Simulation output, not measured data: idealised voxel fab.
voxel wiring stack: a process module
For reference, the cross-section in this document is cut, with width 145 nm and square cells of 5 nm.
Cross-section spec: square-cell grid; bands listed top down; each band is one or more rows.
Read a band's entry like this: the first values are the height of its top and the height of its bottom in nm, and what follows is the sequence of materials from left to right, each with its width in nm. Note that "blank" is empty space, and that a single material marked "all across" reaches across the band from edge to edge.
A quick word on heights: they are counted from 0, and under that level the wafer as it came to us is one material throughout. The lowest band is different from the rest in having no bottom; it simply continues downward, written as in "0 down".
With a width like "30..40", each row of cells in the band differs from the next by the same amount, the top row carrying the first number and the bottom row the second.
It should be understood that the words "changes: none", when stated for a given step, signify that the cross-section underwent no change in any of its cells during that step.
"Sealed voids" means: voids of 8 cells or more that are shut off from the top with no open way through. Written width x height at distance, distance from the left edge, in nm.
Text after the settings on a step's line: the simulator's own remark on that step.
The "overlay nm" setting may appear on a step's line; for a step that uses a mask, it gives how far to the right of its planned position the mask lay, and a negative value indicates the left.
## So here's the lineup of process steps we planned
step 1: RECEIVE (material Si)
step 2: CONFORMAL_DEP (material SiO2; thk nm 15)
step 3: CONFORMAL_DEP (material SiN; thk nm 5)
step 4: DIRECTIONAL_DEP (material lowk; thk nm 15)
step 5: PATTERN (tone open; mask id METAL_1; material resist; width nm 25; pitch nm 45; thk nm 20; overlay nm 0)
step 6: DIRECTIONAL_ETCH (etch materials lowk; depth nm 15)
step 7: DIRECTIONAL_ETCH (etch materials SiN; depth nm 5)
step 8: STRIP (etch materials resist)
step 9: CONFORMAL_DEP (material TiN; thk nm 5)
step 10: FILL_DEP (material W; thk nm 5)
step 11: CMP (height nm 35)
step 12: CONFORMAL_DEP (material SiCN; thk nm 5)
step 13: DIRECTIONAL_DEP (material lowk; thk nm 15)
step 14: PATTERN (tone open; mask id PLUG_1; material resist; width nm 15; thk nm 20; overlay nm 0)
step 15: DIRECTIONAL_ETCH (etch materials lowk; depth nm 15)
step 16: DIRECTIONAL_ETCH (etch materials SiCN; depth nm 5)
step 17: STRIP (etch materials resist)
step 18: EPI (material Ru; thk nm 10)
step 19: EPI (material Ru; thk nm 10)
step 20: DIRECTIONAL_DEP (material TiN; thk nm 5)
step 21: DIRECTIONAL_DEP (material W; thk nm 25)
step 22: DIRECTIONAL_DEP (material aC; thk nm 15)
step 23: PATTERN (tone cover; mask id METAL_2; material resist; width nm 25; pitch nm 45; thk nm 35; overlay nm 0)
step 24: DIRECTIONAL_ETCH (etch materials aC; depth nm 15)
step 25: STRIP (etch materials resist)
step 26: DIRECTIONAL_ETCH (etch materials W; depth nm 25)
step 27: DIRECTIONAL_ETCH (etch materials TiN; depth nm 5)
step 28: STRIP (etch materials aC)
step 29: FILL_DEP (material lowk; thk nm 5)
step 30: CMP (height nm 85)
step 31: CONFORMAL_DEP (material SiN; thk nm 5)
## Cross-sectional view of the wafer in its as-received condition, corresponding to the state after step 1
    0 down = Si all across
    Sealed voids: none
## End-of-module XS, first of two wafers, run as planned
    90 to 85 = SiN all across
    85 to 60 = lowk=35, then W=25, then lowk=20, then W=25, then lowk=40
    60 to 55 = lowk=35, then TiN=25, then lowk=20, then TiN=25, then lowk=40
    55 to 40 = lowk=35, then Ru=15, then lowk=95
    40 to 35 = SiCN=35, then Ru=15, then SiCN=95
    35 to 20 = lowk=35, then TiN=5, then W=15, then TiN=5, then lowk=20, then TiN=5, then W=15, then TiN=5, then lowk=40
    20 to 15 = SiN=35, then TiN=25, then SiN=20, then TiN=25, then SiN=40
    15 to 0 = SiO2 all across
    0 down = Si all across
    Sealed voids: none
## Cross-sectional view: second of two wafers, end of module; start and plan identical to the first, one mistake in running
    90 to 85 = SiN all across
    85 to 75 = lowk=35, then W=25, then lowk=20, then W=25, then lowk=40
    75 to 70 = lowk=35, then W=15, then TiN=10, then lowk=20, then TiN=25, then lowk=40
    70 to 60 = lowk=35, then W=15, then lowk=95
    60 to 55 = lowk=35, then TiN=15, then lowk=95
    55 to 40 = lowk all across
    40 to 35 = SiCN all across
    35 to 20 = lowk=35, then TiN=5, then W=15, then TiN=5, then lowk=20, then TiN=5, then W=15, then TiN=5, then lowk=40
    20 to 15 = SiN=35, then TiN=25, then SiN=20, then TiN=25, then SiN=40
    15 to 0 = SiO2 all across
    0 down = Si all across
    Sealed voids: none
It is concluded that the wafer was processed incorrectly with respect to the plan, in that heads up, step 13 of the plan got done twice
Heads up, by the end the second wafer has more or fewer cells of some materials compared to the first: -12 Ru; +3 SiCN; -21 W; +30 lowk
